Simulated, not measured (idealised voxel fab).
Process module name: voxel wiring stack
The width of the displayed cross-section, cut, is 270 nm; its cells are square, with a size of 5 nm.
In this document a cross-section is written as a grid of square cells. It is given as a series of bands, listed from the top down, and a band is one or more rows of cells. Look at the band entry: it leads with the top's height and the bottom's height in nm. Then it lists the materials left to right, with a width in nm for each. The word "everywhere" on a single material says that material fills the band edge to edge. The word "blank" is empty space. Height reference: 0 = level under which incoming wafer is all one material. Lowest band: no bottom, runs on downward, e.g. "0 -> down". Read "30 to 40" as a graded width: first number on top, second number at the bottom, same change between each pair of neighbouring rows. "no alterations made" -> step changed no cross-section cell. Voids not open to the top, 8 cells minimum: see "Enclosed cavities". Written width x height at distance; distance is from the left edge; nm. Heads up: the bit after the settings on a step's line is the simulator's remark on that step. "overlay nm" denotes, for a step that has a mask, the displacement of the mask to the right of its planned place, with negative values corresponding to the left. Before/after cross-section pairs, one process step each; after shown to lowest changed band; step and settings beneath. Pairs may be from different runs of this module on the same starting wafer; a pair continues from the one above only where its "Pre-step cross-section" entry says so.

## Pre-step cross-section
- 150 -> 135: aC: 55; blank: 15; aC: 75; blank: 15; aC: 110
- 135 -> 115: SiO2 everywhere
- 115 -> 110: SiCN everywhere
- 110 -> 95: SiO2: 55; TiN: 5; Cu: 10; TiN: 5; SiO2: 25; TiN: 5; Cu: 10; TiN: 5; SiO2: 25; TiN: 5; Cu: 10; TiN: 5; SiO2: 25; TiN: 5; Cu: 10; TiN: 5; SiO2: 60
- 95 -> 90: SiO2: 55; TiN: 5; Cu: 5; TiN: 10; SiO2: 25; TiN: 5; Cu: 5; TiN: 10; SiO2: 25; TiN: 5; Cu: 5; TiN: 10; SiO2: 25; TiN: 5; Cu: 5; TiN: 10; SiO2: 60
- 90 -> 75: SiO2: 55; TiN: 5; Cu: 5; TiN: 5; SiO2: 30; TiN: 5; Cu: 5; TiN: 5; SiO2: 30; TiN: 5; Cu: 5; TiN: 5; SiO2: 30; TiN: 5; Cu: 5; TiN: 5; SiO2: 65
- 75 -> 70: SiCN: 55; TiN: 15; SiCN: 30; TiN: 15; SiCN: 30; TiN: 15; SiCN: 30; TiN: 15; SiCN: 65
- 70 -> 65: TiN: 60; Cu: 10; TiN: 35; Cu: 10; TiN: 35; Cu: 10; TiN: 35; Cu: 10; TiN: 65
- 65 -> 50: SiO2: 55; TiN: 5; Cu: 10; TiN: 5; SiO2: 25; TiN: 5; Cu: 10; TiN: 5; SiO2: 25; TiN: 5; Cu: 10; TiN: 5; SiO2: 25; TiN: 5; Cu: 10; TiN: 5; SiO2: 60
- 50 -> 45: SiO2: 55; TiN: 5; Cu: 5; TiN: 10; SiO2: 25; TiN: 20; SiO2: 25; TiN: 5; Cu: 5; TiN: 10; SiO2: 25; TiN: 20; SiO2: 60
- 45 -> 40: SiO2: 55; TiN: 5; Cu: 5; TiN: 5; SiO2: 75; TiN: 5; Cu: 5; TiN: 5; SiO2: 110
- 40 -> 35: SiCN: 55; TiN: 15; SiCN: 75; TiN: 15; SiCN: 110
- 35 -> 15: SiO2: 55; TiN: 5; Cu: 10; TiN: 5; SiO2: 25; TiN: 5; Cu: 10; TiN: 5; SiO2: 25; TiN: 5; Cu: 10; TiN: 5; SiO2: 25; TiN: 5; Cu: 10; TiN: 5; SiO2: 60
- 15 -> 10: SiCN: 55; TiN: 20; SiCN: 25; TiN: 20; SiCN: 25; TiN: 20; SiCN: 25; TiN: 20; SiCN: 60
- 10 -> 0: SiO2 everywhere
- 0 -> down: Si everywhere
- Enclosed cavities: none

## Step Outcome
- 150 -> 135: aC: 55; blank: 15; aC: 75; blank: 15; aC: 110
- 135 -> 115: SiO2: 55; blank: 15; SiO2: 75; blank: 15; SiO2: 110
- Under 115: no change, same as before.
- Enclosed cavities: none
Going from the before section above to the after section, the step was DIRECTIONAL_ETCH (etch materials SiO2; depth nm 20)

Pre-step cross-section: after-state, pair directly above.

## Step Outcome
- 150 -> 135: aC: 55; blank: 15; aC: 75; blank: 15; aC: 110
- 135 -> 115: SiO2: 55; blank: 15; SiO2: 75; blank: 15; SiO2: 110
- 115 -> 110: SiCN: 55; blank: 15; SiCN: 75; blank: 15; SiCN: 110
- Under 110: no change, same as before.
- Enclosed cavities: none
Going from the before section above to the after section, the step was DIRECTIONAL_ETCH (etch materials SiCN; depth nm 5)

Pre-step cross-section: after-state, pair directly above.

## Step Outcome
- 135 -> 115: SiO2: 55; blank: 15; SiO2: 75; blank: 15; SiO2: 110
- Under 115: no change, same as before.
- Enclosed cavities: none
Going from the before section above to the after section, the step was STRIP (etch materials aC)

Pre-step cross-section: after-state, pair directly above.

## Step Outcome
- 140 -> 135: TiN: 60; blank: 5; TiN: 85; blank: 5; TiN: 115
- 135 -> 115: SiO2: 55; TiN: 5; blank: 5; TiN: 5; SiO2: 75; TiN: 5; blank: 5; TiN: 5; SiO2: 110
- 115 -> 110: SiCN: 55; TiN: 15; SiCN: 75; TiN: 15; SiCN: 110
- Under 110: no change, same as before.
- Enclosed cavities: none
Going from the before section above to the after section, the step was CONFORMAL_DEP (material TiN; thk nm 5)

Pre-step cross-section: after-state, pair directly above.

## Step Outcome
- 145 -> 140: Cu everywhere
- 140 -> 135: TiN: 60; Cu: 5; TiN: 85; Cu: 5; TiN: 115
- 135 -> 115: SiO2: 55; TiN: 5; Cu: 5; TiN: 5; SiO2: 75; TiN: 5; Cu: 5; TiN: 5; SiO2: 110
- Under 115: no change, same as before.
- Enclosed cavities: none
Going from the before section above to the after section, the step was FILL_DEP (material Cu; thk nm 5)

Pre-step cross-section: after-state, pair directly above.

## Step Outcome
- 135 -> 115: SiO2: 55; TiN: 5; Cu: 5; TiN: 5; SiO2: 75; TiN: 5; Cu: 5; TiN: 5; SiO2: 110
- Under 115: no change, same as before.
- Enclosed cavities: none
Going from the before section above to the after section, the step was CMP (height nm 135)

Pre-step cross-section: after-state, pair directly above.

## Step Outcome
- 140 -> 135: TiN everywhere
- Under 135: no change, same as before.
- Enclosed cavities: none
Going from the before section above to the after section, the step was DIRECTIONAL_DEP (material TiN; thk nm 5)

Pre-step cross-section: after-state, pair directly above.

## Step Outcome
- 165 -> 140: Ru everywhere
- Under 140: no change, same as before.
- Enclosed cavities: none
Going from the before section above to the after section, the step was DIRECTIONAL_DEP (material Ru; thk nm 25)

Pre-step cross-section: after-state, pair directly above.

## Step Outcome
- 185 -> 165: blank: 55; resist: 20; blank: 25; resist: 20; blank: 25; resist: 20; blank: 25; resist: 20; blank: 60
- Under 165: no change, same as before.
- Enclosed cavities: none
Going from the before section above to the after section, the step was PATTERN (tone cover; mask id METAL_4; material resist; width nm 20; pitch nm 45; thk nm 20; overlay nm 0)

Pre-step cross-section: after-state, pair directly above.

## Step Outcome
- 185 -> 165: blank: 55; resist: 20; blank: 25; resist: 20; blank: 25; resist: 20; blank: 25; resist: 20; blank: 60
- 165 -> 140: blank: 55; Ru: 20; blank: 25; Ru: 20; blank: 25; Ru: 20; blank: 25; Ru: 20; blank: 60
- Under 140: no change, same as before.
- Enclosed cavities: none
Going from the before section above to the after section, the step was DIRECTIONAL_ETCH (etch materials Ru; depth nm 25)

Pre-step cross-section: after-state, pair directly above.

## Step Outcome
- 185 -> 165: blank: 55; resist: 20; blank: 25; resist: 20; blank: 25; resist: 20; blank: 25; resist: 20; blank: 60
- 165 -> 140: blank: 55; Ru: 20; blank: 25; Ru: 20; blank: 25; Ru: 20; blank: 25; Ru: 20; blank: 60
- 140 -> 135: blank: 55; TiN: 20; blank: 25; TiN: 20; blank: 25; TiN: 20; blank: 25; TiN: 20; blank: 60
- Under 135: no change, same as before.
- Enclosed cavities: none
Going from the before section above to the after section, the step was DIRECTIONAL_ETCH (etch materials TiN; depth nm 5)

Pre-step cross-section: after-state, pair directly above.

## Step Outcome
- 165 -> 140: blank: 55; Ru: 20; blank: 25; Ru: 20; blank: 25; Ru: 20; blank: 25; Ru: 20; blank: 60
- Under 140: no change, same as before.
- Enclosed cavities: none
Going from the before section above to the after section, the step was STRIP (etch materials resist)

Pre-step cross-section: after-state, pair directly above.

## Step Outcome
- 170 -> 165: SiO2 everywhere
- 165 -> 140: SiO2: 55; Ru: 20; SiO2: 25; Ru: 20; SiO2: 25; Ru: 20; SiO2: 25; Ru: 20; SiO2: 60
- 140 -> 135: SiO2: 55; TiN: 20; SiO2: 25; TiN: 20; SiO2: 25; TiN: 20; SiO2: 25; TiN: 20; SiO2: 60
- Under 135: no change, same as before.
- Enclosed cavities: none
Going from the before section above to the after section, the step was FILL_DEP (material SiO2; thk nm 5)

Pre-step cross-section: after-state, pair directly above.

## Step Outcome
- 165 -> 140: SiO2: 55; Ru: 20; SiO2: 25; Ru: 20; SiO2: 25; Ru: 20; SiO2: 25; Ru: 20; SiO2: 60
- Under 140: no change, same as before.
- Enclosed cavities: none
Going from the before section above to the after section, the step was CMP (height nm 165)

Pre-step cross-section: after-state, pair directly above.

## Step Outcome
- 170 -> 165: SiCN everywhere
- Under 165: no change, same as before.
- Enclosed cavities: none
Going from the before section above to the after section, the step was CONFORMAL_DEP (material SiCN; thk nm 5)

## Pre-step cross-section
- 165 -> 140: Ru everywhere
- 140 -> 135: TiN everywhere
- 135 -> 115: SiO2: 55; TiN: 5; Cu: 5; TiN: 5; SiO2: 75; TiN: 5; Cu: 5; TiN: 5; SiO2: 110
- 115 -> 110: SiCN: 55; TiN: 15; SiCN: 75; TiN: 15; SiCN: 110
- 110 -> 95: SiO2: 55; TiN: 5; Cu: 10; TiN: 5; SiO2: 25; TiN: 5; Cu: 10; TiN: 5; SiO2: 25; TiN: 5; Cu: 10; TiN: 5; SiO2: 25; TiN: 5; Cu: 10; TiN: 5; SiO2: 60
- 95 -> 90: SiO2: 55; TiN: 5; Cu: 5; TiN: 10; SiO2: 25; TiN: 5; Cu: 5; TiN: 10; SiO2: 25; TiN: 5; Cu: 5; TiN: 10; SiO2: 25; TiN: 5; Cu: 5; TiN: 10; SiO2: 60
- 90 -> 75: SiO2: 55; TiN: 5; Cu: 5; TiN: 5; SiO2: 30; TiN: 5; Cu: 5; TiN: 5; SiO2: 30; TiN: 5; Cu: 5; TiN: 5; SiO2: 30; TiN: 5; Cu: 5; TiN: 5; SiO2: 65
- 75 -> 70: SiCN: 55; TiN: 15; SiCN: 30; TiN: 15; SiCN: 30; TiN: 15; SiCN: 30; TiN: 15; SiCN: 65
- 70 -> 55: SiO2: 55; TiN: 5; Cu: 10; TiN: 5; SiO2: 25; TiN: 5; Cu: 10; TiN: 5; SiO2: 25; TiN: 5; Cu: 10; TiN: 5; SiO2: 25; TiN: 5; Cu: 10; TiN: 5; SiO2: 60
- 55 -> 50: SiO2: 55; TiN: 5; Cu: 5; TiN: 10; SiO2: 25; TiN: 20; SiO2: 25; TiN: 5; Cu: 5; TiN: 10; SiO2: 25; TiN: 20; SiO2: 60
- 50 -> 40: SiO2: 55; TiN: 5; Cu: 5; TiN: 5; SiO2: 75; TiN: 5; Cu: 5; TiN: 5; SiO2: 110
- 40 -> 35: SiCN: 55; TiN: 15; SiCN: 75; TiN: 15; SiCN: 110
- 35 -> 15: SiO2: 55; TiN: 5; Cu: 10; TiN: 5; SiO2: 25; TiN: 5; Cu: 10; TiN: 5; SiO2: 25; TiN: 5; Cu: 10; TiN: 5; SiO2: 25; TiN: 5; Cu: 10; TiN: 5; SiO2: 60
- 15 -> 10: SiCN: 55; TiN: 20; SiCN: 25; TiN: 20; SiCN: 25; TiN: 20; SiCN: 25; TiN: 20; SiCN: 60
- 10 -> 0: SiO2 everywhere
- 0 -> down: Si everywhere
- Enclosed cavities: none

## Step Outcome
- 185 -> 165: blank: 55; resist: 25; blank: 20; resist: 25; blank: 20; resist: 25; blank: 20; resist: 25; blank: 55
- Under 165: no change, same as before.
- Enclosed cavities: none
Going from the before section above to the after section, the step was PATTERN (tone cover; mask id METAL_4; material resist; width nm 25; pitch nm 45; thk nm 20; overlay nm 0)

Pre-step cross-section: after-state, pair directly above.

## Step Outcome
- 185 -> 165: blank: 55; resist: 25; blank: 20; resist: 25; blank: 20; resist: 25; blank: 20; resist: 25; blank: 55
- 165 -> 140: blank: 55; Ru: 25; blank: 20; Ru: 25; blank: 20; Ru: 25; blank: 20; Ru: 25; blank: 55
- Under 140: no change, same as before.
- Enclosed cavities: none
Going from the before section above to the after section, the step was DIRECTIONAL_ETCH (etch materials Ru; depth nm 25)

Pre-step cross-section: after-state, pair directly above.

## Step Outcome
- 185 -> 165: blank: 55; resist: 25; blank: 20; resist: 25; blank: 20; resist: 25; blank: 20; resist: 25; blank: 55
- 165 -> 140: blank: 55; Ru: 25; blank: 20; Ru: 25; blank: 20; Ru: 25; blank: 20; Ru: 25; blank: 55
- 140 -> 135: blank: 55; TiN: 25; blank: 20; TiN: 25; blank: 20; TiN: 25; blank: 20; TiN: 25; blank: 55
- Under 135: no change, same as before.
- Enclosed cavities: none
Going from the before section above to the after section, the step was DIRECTIONAL_ETCH (etch materials TiN; depth nm 5)

Pre-step cross-section: after-state, pair directly above.

## Step Outcome
- 165 -> 140: blank: 55; Ru: 25; blank: 20; Ru: 25; blank: 20; Ru: 25; blank: 20; Ru: 25; blank: 55
- Under 140: no change, same as before.
- Enclosed cavities: none
Going from the before section above to the after section, the step was STRIP (etch materials resist)

Pre-step cross-section: after-state, pair directly above.

## Step Outcome
- 170 -> 165: SiO2 everywhere
- 165 -> 140: SiO2: 55; Ru: 25; SiO2: 20; Ru: 25; SiO2: 20; Ru: 25; SiO2: 20; Ru: 25; SiO2: 55
- 140 -> 135: SiO2: 55; TiN: 25; SiO2: 20; TiN: 25; SiO2: 20; TiN: 25; SiO2: 20; TiN: 25; SiO2: 55
- Under 135: no change, same as before.
- Enclosed cavities: none
Going from the before section above to the after section, the step was FILL_DEP (material SiO2; thk nm 5)

Pre-step cross-section: after-state, pair directly above.

## Step Outcome
- 165 -> 140: SiO2: 55; Ru: 25; SiO2: 20; Ru: 25; SiO2: 20; Ru: 25; SiO2: 20; Ru: 25; SiO2: 55
- Under 140: no change, same as before.
- Enclosed cavities: none
Going from the before section above to the after section, the step was CMP (height nm 165)

Pre-step cross-section: after-state, pair directly above.

## Step Outcome
- 170 -> 165: SiCN everywhere
- Under 165: no change, same as before.
- Enclosed cavities: none
Going from the before section above to the after section, the step was CONFORMAL_DEP (material SiCN; thk nm 5)

## Pre-step cross-section
- 70 -> 40: SiO2 everywhere
- 40 -> 35: SiCN everywhere
- 35 -> 15: SiO2: 55; TiN: 5; Cu: 10; TiN: 5; SiO2: 25; TiN: 5; Cu: 10; TiN: 5; SiO2: 25; TiN: 5; Cu: 10; TiN: 5; SiO2: 25; TiN: 5; Cu: 10; TiN: 5; SiO2: 60
- 15 -> 10: SiCN: 55; TiN: 20; SiCN: 25; TiN: 20; SiCN: 25; TiN: 20; SiCN: 25; TiN: 20; SiCN: 60
- 10 -> 0: SiO2 everywhere
- 0 -> down: Si everywhere
- Enclosed cavities: none

## Step Outcome
- 85 -> 70: resist: 65; blank: 15; resist: 75; blank: 15; resist: 100
- Under 70: no change, same as before.
- Enclosed cavities: none
Going from the before section above to the after section, the step was PATTERN (tone open; mask id METAL_2_HOLES; material resist; width nm 15; pitch nm 90; thk nm 15; overlay nm 10)

Pre-step cross-section: after-state, pair directly above.

## Step Outcome
- 85 -> 70: resist: 65; blank: 15; resist: 75; blank: 15; resist: 100
- 70 -> 40: SiO2: 65; blank: 15; SiO2: 75; blank: 15; SiO2: 100
- Under 40: no change, same as before.
- Enclosed cavities: none
Going from the before section above to the after section, the step was DIRECTIONAL_ETCH (etch materials SiO2; depth nm 30)

Pre-step cross-section: after-state, pair directly above.

## Step Outcome
- 70 -> 40: SiO2: 65; blank: 15; SiO2: 75; blank: 15; SiO2: 100
- Under 40: no change, same as before.
- Enclosed cavities: none
Going from the before section above to the after section, the step was STRIP (etch materials resist)

Pre-step cross-section: after-state, pair directly above.

## Step Outcome
- 80 -> 70: aC: 65; blank: 15; aC: 75; blank: 15; aC: 100
- 70 -> 50: SiO2: 65; blank: 15; SiO2: 75; blank: 15; SiO2: 100
- 50 -> 40: SiO2: 65; aC: 15; SiO2: 75; aC: 15; SiO2: 100
- Under 40: no change, same as before.
- Enclosed cavities: none
Going from the before section above to the after section, the step was DIRECTIONAL_DEP (material aC; thk nm 10)

Pre-step cross-section: after-state, pair directly above.

## Step Outcome
- 105 -> 80: resist: 55; blank: 20; resist: 25; blank: 20; resist: 25; blank: 20; resist: 25; blank: 20; resist: 60
- 80 -> 70: aC: 65; blank: 10; resist: 5; aC: 75; blank: 10; resist: 5; aC: 100
- 70 -> 50: SiO2: 65; blank: 10; resist: 5; SiO2: 75; blank: 10; resist: 5; SiO2: 100
- Under 50: no change, same as before.
- Enclosed cavities: none
Going from the before section above to the after section, the step was PATTERN (tone open; mask id METAL_2; material resist; width nm 20; pitch nm 45; thk nm 25; overlay nm 0)

Pre-step cross-section: after-state, pair directly above.

## Step Outcome
- 95 -> 80: resist: 55; blank: 20; resist: 25; blank: 20; resist: 25; blank: 20; resist: 25; blank: 20; resist: 60
- 80 -> 70: aC: 55; blank: 20; resist: 5; aC: 20; blank: 20; aC: 25; blank: 20; resist: 5; aC: 20; blank: 20; aC: 60
- 70 -> 50: SiO2: 65; blank: 10; resist: 5; SiO2: 75; blank: 10; resist: 5; SiO2: 100
- 50 -> 40: SiO2: 65; blank: 10; aC: 5; SiO2: 75; blank: 10; aC: 5; SiO2: 100
- Under 40: no change, same as before.
- Enclosed cavities: none
Going from the before section above to the after section, the step was DIRECTIONAL_ETCH (etch materials aC; depth nm 10)

Pre-step cross-section: after-state, pair directly above.

## Step Outcome
- 80 -> 70: aC: 55; blank: 25; aC: 20; blank: 20; aC: 25; blank: 25; aC: 20; blank: 20; aC: 60
- 70 -> 50: SiO2: 65; blank: 15; SiO2: 75; blank: 15; SiO2: 100
- Under 50: no change, same as before.
- Enclosed cavities: none
Going from the before section above to the after section, the step was STRIP (etch materials resist)

Pre-step cross-section: after-state, pair directly above.

## Step Outcome
- 80 -> 70: aC: 55; blank: 25; aC: 20; blank: 20; aC: 25; blank: 25; aC: 20; blank: 20; aC: 60
- 70 -> 50: SiO2: 55; blank: 25; SiO2: 20; blank: 20; SiO2: 25; blank: 25; SiO2: 20; blank: 20; SiO2: 60
- Under 50: no change, same as before.
- Enclosed cavities: none
Going from the before section above to the after section, the step was DIRECTIONAL_ETCH (etch materials SiO2; depth nm 20)

Pre-step cross-section: after-state, pair directly above.

## Step Outcome
- 80 -> 70: aC: 55; blank: 25; aC: 20; blank: 20; aC: 25; blank: 25; aC: 20; blank: 20; aC: 60
- 70 -> 50: SiO2: 55; blank: 25; SiO2: 20; blank: 20; SiO2: 25; blank: 25; SiO2: 20; blank: 20; SiO2: 60
- 50 -> 40: SiO2: 65; blank: 10; aC: 5; SiO2: 75; blank: 10; aC: 5; SiO2: 100
- 40 -> 35: SiCN: 65; blank: 10; SiCN: 80; blank: 10; SiCN: 105
- Under 35: no change, same as before.
- Enclosed cavities: none
Going from the before section above to the after section, the step was DIRECTIONAL_ETCH (etch materials SiCN; depth nm 5)

Pre-step cross-section: after-state, pair directly above.

## Step Outcome
- 70 -> 50: SiO2: 55; blank: 25; SiO2: 20; blank: 20; SiO2: 25; blank: 25; SiO2: 20; blank: 20; SiO2: 60
- 50 -> 40: SiO2: 65; blank: 15; SiO2: 75; blank: 15; SiO2: 100
- Under 40: no change, same as before.
- Enclosed cavities: none
Going from the before section above to the after section, the step was STRIP (etch materials aC)

Pre-step cross-section: after-state, pair directly above.

## Step Outcome
- 75 -> 70: TiN: 60; blank: 15; TiN: 30; blank: 10; TiN: 35; blank: 15; TiN: 30; blank: 10; TiN: 65
- 70 -> 55: SiO2: 55; TiN: 5; blank: 15; TiN: 5; SiO2: 20; TiN: 5; blank: 10; TiN: 5; SiO2: 25; TiN: 5; blank: 15; TiN: 5; SiO2: 20; TiN: 5; blank: 10; TiN: 5; SiO2: 60
- 55 -> 50: SiO2: 55; TiN: 15; blank: 5; TiN: 5; SiO2: 20; TiN: 20; SiO2: 25; TiN: 15; blank: 5; TiN: 5; SiO2: 20; TiN: 20; SiO2: 60
- 50 -> 45: SiO2: 65; TiN: 5; blank: 5; TiN: 5; SiO2: 75; TiN: 5; blank: 5; TiN: 5; SiO2: 100
- 45 -> 40: SiO2: 65; TiN: 15; SiO2: 75; TiN: 15; SiO2: 100
- 40 -> 35: SiCN: 65; TiN: 10; SiCN: 80; TiN: 10; SiCN: 105
- Under 35: no change, same as before.
- Enclosed cavities: none
Going from the before section above to the after section, the step was CONFORMAL_DEP (material TiN; thk nm 5)

Pre-step cross-section: after-state, pair directly above.

## Step Outcome
- 80 -> 75: Cu everywhere
- 75 -> 70: TiN: 60; Cu: 15; TiN: 30; Cu: 10; TiN: 35; Cu: 15; TiN: 30; Cu: 10; TiN: 65
- 70 -> 55: SiO2: 55; TiN: 5; Cu: 15; TiN: 5; SiO2: 20; TiN: 5; Cu: 10; TiN: 5; SiO2: 25; TiN: 5; Cu: 15; TiN: 5; SiO2: 20; TiN: 5; Cu: 10; TiN: 5; SiO2: 60
- 55 -> 50: SiO2: 55; TiN: 15; Cu: 5; TiN: 5; SiO2: 20; TiN: 20; SiO2: 25; TiN: 15; Cu: 5; TiN: 5; SiO2: 20; TiN: 20; SiO2: 60
- 50 -> 45: SiO2: 65; TiN: 5; Cu: 5; TiN: 5; SiO2: 75; TiN: 5; Cu: 5; TiN: 5; SiO2: 100
- Under 45: no change, same as before.
- Enclosed cavities: none
Going from the before section above to the after section, the step was FILL_DEP (material Cu; thk nm 5)

Pre-step cross-section: after-state, pair directly above.

## Step Outcome
- 70 -> 55: SiO2: 55; TiN: 5; Cu: 15; TiN: 5; SiO2: 20; TiN: 5; Cu: 10; TiN: 5; SiO2: 25; TiN: 5; Cu: 15; TiN: 5; SiO2: 20; TiN: 5; Cu: 10; TiN: 5; SiO2: 60
- Under 55: no change, same as before.
- Enclosed cavities: none
Going from the before section above to the after section, the step was CMP (height nm 70)

Pre-step cross-section: after-state, pair directly above.

## Step Outcome
- 75 -> 70: SiCN everywhere
- Under 70: no change, same as before.
- Enclosed cavities: none
Going from the before section above to the after section, the step was CONFORMAL_DEP (material SiCN; thk nm 5)

Pre-step cross-section: after-state, pair directly above.

## Step Outcome
- 110 -> 75: SiO2 everywhere
- Under 75: no change, same as before.
- Enclosed cavities: none
Going from the before section above to the after section, the step was DIRECTIONAL_DEP (material SiO2; thk nm 35)

Pre-step cross-section: after-state, pair directly above.

## Step Outcome
- 125 -> 110: resist: 55; blank: 15; resist: 30; blank: 15; resist: 30; blank: 15; resist: 30; blank: 15; resist: 65
- Under 110: no change, same as before.
- Enclosed cavities: none
Going from the before section above to the after section, the step was PATTERN (tone open; mask id METAL_3_HOLES; material resist; width nm 15; pitch nm 45; thk nm 15; overlay nm 0)

Pre-step cross-section: after-state, pair directly above.

## Step Outcome
- 125 -> 110: resist: 55; blank: 15; resist: 30; blank: 15; resist: 30; blank: 15; resist: 30; blank: 15; resist: 65
- 110 -> 75: SiO2: 55; blank: 15; SiO2: 30; blank: 15; SiO2: 30; blank: 15; SiO2: 30; blank: 15; SiO2: 65
- Under 75: no change, same as before.
- Enclosed cavities: none
Going from the before section above to the after section, the step was DIRECTIONAL_ETCH (etch materials SiO2; depth nm 35)

Pre-step cross-section: after-state, pair directly above.

## Step Outcome
- 110 -> 75: SiO2: 55; blank: 15; SiO2: 30; blank: 15; SiO2: 30; blank: 15; SiO2: 30; blank: 15; SiO2: 65
- Under 75: no change, same as before.
- Enclosed cavities: none
Going from the before section above to the after section, the step was STRIP (etch materials resist)

Pre-step cross-section: after-state, pair directly above.

## Step Outcome
- 125 -> 110: resist: 55; blank: 20; resist: 25; blank: 20; resist: 25; blank: 20; resist: 25; blank: 20; resist: 60
- Under 110: no change, same as before.
- Enclosed cavities: none
Going from the before section above to the after section, the step was PATTERN (tone open; mask id METAL_3; material resist; width nm 20; pitch nm 45; thk nm 15; overlay nm 0)

Pre-step cross-section: after-state, pair directly above.

## Step Outcome
- 125 -> 110: resist: 55; blank: 20; resist: 25; blank: 20; resist: 25; blank: 20; resist: 25; blank: 20; resist: 60
- 110 -> 90: SiO2: 55; blank: 20; SiO2: 25; blank: 20; SiO2: 25; blank: 20; SiO2: 25; blank: 20; SiO2: 60
- Under 90: no change, same as before.
- Enclosed cavities: none
Going from the before section above to the after section, the step was DIRECTIONAL_ETCH (etch materials SiO2; depth nm 20)

Pre-step cross-section: after-state, pair directly above.

## Step Outcome
- 125 -> 110: resist: 55; blank: 20; resist: 25; blank: 20; resist: 25; blank: 20; resist: 25; blank: 20; resist: 60
- 110 -> 90: SiO2: 55; blank: 20; SiO2: 25; blank: 20; SiO2: 25; blank: 20; SiO2: 25; blank: 20; SiO2: 60
- 90 -> 75: SiO2: 55; blank: 15; SiO2: 30; blank: 15; SiO2: 30; blank: 15; SiO2: 30; blank: 15; SiO2: 65
- 75 -> 70: SiCN: 55; blank: 15; SiCN: 30; blank: 15; SiCN: 30; blank: 15; SiCN: 30; blank: 15; SiCN: 65
- Under 70: no change, same as before.
- Enclosed cavities: none
Going from the before section above to the after section, the step was DIRECTIONAL_ETCH (etch materials SiCN; depth nm 5)

Pre-step cross-section: after-state, pair directly above.

## Step Outcome
- 110 -> 90: SiO2: 55; blank: 20; SiO2: 25; blank: 20; SiO2: 25; blank: 20; SiO2: 25; blank: 20; SiO2: 60
- Under 90: no change, same as before.
- Enclosed cavities: none
Going from the before section above to the after section, the step was STRIP (etch materials resist)

Pre-step cross-section: after-state, pair directly above.

## Step Outcome
- 115 -> 110: TiN: 60; blank: 10; TiN: 35; blank: 10; TiN: 35; blank: 10; TiN: 35; blank: 10; TiN: 65
- 110 -> 95: SiO2: 55; TiN: 5; blank: 10; TiN: 5; SiO2: 25; TiN: 5; blank: 10; TiN: 5; SiO2: 25; TiN: 5; blank: 10; TiN: 5; SiO2: 25; TiN: 5; blank: 10; TiN: 5; SiO2: 60
- 95 -> 90: SiO2: 55; TiN: 5; blank: 5; TiN: 10; SiO2: 25; TiN: 5; blank: 5; TiN: 10; SiO2: 25; TiN: 5; blank: 5; TiN: 10; SiO2: 25; TiN: 5; blank: 5; TiN: 10; SiO2: 60
- 90 -> 75: SiO2: 55; TiN: 5; blank: 5; TiN: 5; SiO2: 30; TiN: 5; blank: 5; TiN: 5; SiO2: 30; TiN: 5; blank: 5; TiN: 5; SiO2: 30; TiN: 5; blank: 5; TiN: 5; SiO2: 65
- 75 -> 70: SiCN: 55; TiN: 15; SiCN: 30; TiN: 15; SiCN: 30; TiN: 15; SiCN: 30; TiN: 15; SiCN: 65
- Under 70: no change, same as before.
- Enclosed cavities: none
Going from the before section above to the after section, the step was CONFORMAL_DEP (material TiN; thk nm 5)

Pre-step cross-section: after-state, pair directly above.

## Step Outcome
- 120 -> 115: Cu everywhere
- 115 -> 110: TiN: 60; Cu: 10; TiN: 35; Cu: 10; TiN: 35; Cu: 10; TiN: 35; Cu: 10; TiN: 65
- 110 -> 95: SiO2: 55; TiN: 5; Cu: 10; TiN: 5; SiO2: 25; TiN: 5; Cu: 10; TiN: 5; SiO2: 25; TiN: 5; Cu: 10; TiN: 5; SiO2: 25; TiN: 5; Cu: 10; TiN: 5; SiO2: 60
- 95 -> 90: SiO2: 55; TiN: 5; Cu: 5; TiN: 10; SiO2: 25; TiN: 5; Cu: 5; TiN: 10; SiO2: 25; TiN: 5; Cu: 5; TiN: 10; SiO2: 25; TiN: 5; Cu: 5; TiN: 10; SiO2: 60
- 90 -> 75: SiO2: 55; TiN: 5; Cu: 5; TiN: 5; SiO2: 30; TiN: 5; Cu: 5; TiN: 5; SiO2: 30; TiN: 5; Cu: 5; TiN: 5; SiO2: 30; TiN: 5; Cu: 5; TiN: 5; SiO2: 65
- Under 75: no change, same as before.
- Enclosed cavities: none
Going from the before section above to the after section, the step was FILL_DEP (material Cu; thk nm 5)

Pre-step cross-section: after-state, pair directly above.

## Step Outcome
- 110 -> 95: SiO2: 55; TiN: 5; Cu: 10; TiN: 5; SiO2: 25; TiN: 5; Cu: 10; TiN: 5; SiO2: 25; TiN: 5; Cu: 10; TiN: 5; SiO2: 25; TiN: 5; Cu: 10; TiN: 5; SiO2: 60
- Under 95: no change, same as before.
- Enclosed cavities: none
Going from the before section above to the after section, the step was CMP (height nm 110)

Pre-step cross-section: after-state, pair directly above.

## Step Outcome
- 115 -> 110: SiCN everywhere
- Under 110: no change, same as before.
- Enclosed cavities: none
Going from the before section above to the after section, the step was CONFORMAL_DEP (material SiCN; thk nm 5)

Pre-step cross-section: after-state, pair directly above.

## Step Outcome
- 135 -> 115: SiO2 everywhere
- Under 115: no change, same as before.
- Enclosed cavities: none
Going from the before section above to the after section, the step was DIRECTIONAL_DEP (material SiO2; thk nm 20)

Pre-step cross-section: after-state, pair directly above.

## Step Outcome
- 150 -> 135: aC everywhere
- Under 135: no change, same as before.
- Enclosed cavities: none
Going from the before section above to the after section, the step was DIRECTIONAL_DEP (material aC; thk nm 15)

Pre-step cross-section: after-state, pair directly above.

## Step Outcome
- 185 -> 150: resist: 55; blank: 15; resist: 75; blank: 15; resist: 110
- Under 150: no change, same as before.
- Enclosed cavities: none
Going from the before section above to the after section, the step was PATTERN (tone open; mask id PLUG_3; material resist; width nm 15; pitch nm 90; thk nm 35; overlay nm 0)

Pre-step cross-section: after-state, pair directly above.

## Step Outcome
- 170 -> 150: resist: 55; blank: 15; resist: 75; blank: 15; resist: 110
- 150 -> 135: aC: 55; blank: 15; aC: 75; blank: 15; aC: 110
- Under 135: no change, same as before.
- Enclosed cavities: none
Going from the before section above to the after section, the step was DIRECTIONAL_ETCH (etch materials aC; depth nm 15)

Pre-step cross-section: after-state, pair directly above.

## Step Outcome
- 150 -> 135: aC: 55; blank: 15; aC: 75; blank: 15; aC: 110
- Under 135: no change, same as before.
- Enclosed cavities: none
Going from the before section above to the after section, the step was STRIP (etch materials resist)
